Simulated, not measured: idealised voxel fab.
Herein follows the process module entitled voxel self aligned contacts.
The cross-section on display is named cut; it measures 290 nm wide, and its cells are 5 nm squares.
Cross-sections here: square-cell grids, written as top-down lists of bands, a band being one or more rows of cells. What a band's entry tells you: where the top is and where the bottom is, as heights in nm, and after that what lies inside, material by material from left to right, each with its width in nm. Empty space is written as the word "air", and a single material marked with the word "full width" occupies the band from edge to edge. Heights are expressed relative to 0, this being the level below which the as-received wafer comprises one material exclusively. The lowest band is unbounded in the downward direction and is denoted as in "z 0 and below". It should be noted that a width expressed as "30->40" varies in equal increments from row to row of cells within the band, taking the value of the first number at the top row and that of the second number at the bottom row. "everything unchanged" (step): cross-section cells unchanged, all of them. What "Fully sealed voids" gives you is every empty space of 8 cells or more that is cut off from the top. Each appears as width x height at distance, with the distance taken from the left edge and width, height and distance all in nm. Note: text after step settings on the step line = simulator remark on that step. overlay nm: for a step with a mask, the amount by which the mask lay right of where it was planned; a negative amount means left of it.
# Steps in the process plan
| 1 | op RECEIVE | material Si |
| 2 | op CONFORMAL_DEP | material SiO2 | thk nm 5 |
| 3 | op DIRECTIONAL_DEP | material polySi | thk nm 25 |
| 4 | op DIRECTIONAL_DEP | material SiN | thk nm 25 |
| 5 | op PATTERN | tone cover | mask id GATE | material resist | width nm 25 | pitch nm 60 | thk nm 15 | overlay nm 0 |
| 6 | op DIRECTIONAL_ETCH | etch materials SiN | depth nm 25 |
| 7 | op DIRECTIONAL_ETCH | etch materials polySi | depth nm 25 |
| 8 | op STRIP | etch materials resist |
| 9 | op CONFORMAL_DEP | material SiN | thk nm 10 |
| 10 | op DIRECTIONAL_ETCH | etch materials SiN | depth nm 10 |
| 11 | op FILL_DEP | material SiO2 | thk nm 15 |
| 12 | op CMP | height nm 65 |
| 13 | op DIRECTIONAL_DEP | material aC | thk nm 10 |
| 14 | op PATTERN | tone open | mask id CONTACT | material resist | width nm 45 | pitch nm 60 | thk nm 30 | overlay nm -15 |
| 15 | op DIRECTIONAL_ETCH | etch materials aC | depth nm 10 |
| 16 | op STRIP | etch materials resist |
| 17 | op DIRECTIONAL_ETCH | etch materials SiO2 | depth nm 65 |
| 18 | op STRIP | etch materials aC |
| 19 | op CONFORMAL_DEP | material TiN | thk nm 5 |
| 20 | op FILL_DEP | material W | thk nm 10 |
| 21 | op CMP | height nm 65 |
| 22 | op CONFORMAL_DEP | material SiCN | thk nm 5 |
Every wafer here starts from the same state; it is the step 14 overlay nm that distinguishes them, and the value the plan gives belongs to the first wafer.
# Cross-section of the first of several wafers on receipt, reflecting completion of step 1
	z 0 and below  Si full width
	Fully sealed voids: none
# Heads up, this table goes wafer by wafer. A row tells you, at the end of the module, how many cells of each material that wafer has put on (+) or dropped (-) since it was received, and then its closed voids
overlay nm -15 | +58 SiCN | +195 SiN | +382 SiO2 | +66 TiN | +36 W | +75 polySi | Fully sealed voids: none
overlay nm -10 | +58 SiCN | +195 SiN | +382 SiO2 | +66 TiN | +36 W | +75 polySi | Fully sealed voids: none
overlay nm -5 | +58 SiCN | +195 SiN | +382 SiO2 | +66 TiN | +36 W | +75 polySi | Fully sealed voids: none
overlay nm 0 | +58 SiCN | +195 SiN | +382 SiO2 | +66 TiN | +36 W | +75 polySi | Fully sealed voids: none
overlay nm 5 | +58 SiCN | +195 SiN | +382 SiO2 | +66 TiN | +36 W | +75 polySi | Fully sealed voids: none
overlay nm 10 | +58 SiCN | +195 SiN | +382 SiO2 | +66 TiN | +36 W | +75 polySi | Fully sealed voids: none
overlay nm 15 | +58 SiCN | +195 SiN | +382 SiO2 | +66 TiN | +36 W | +75 polySi | Fully sealed voids: none
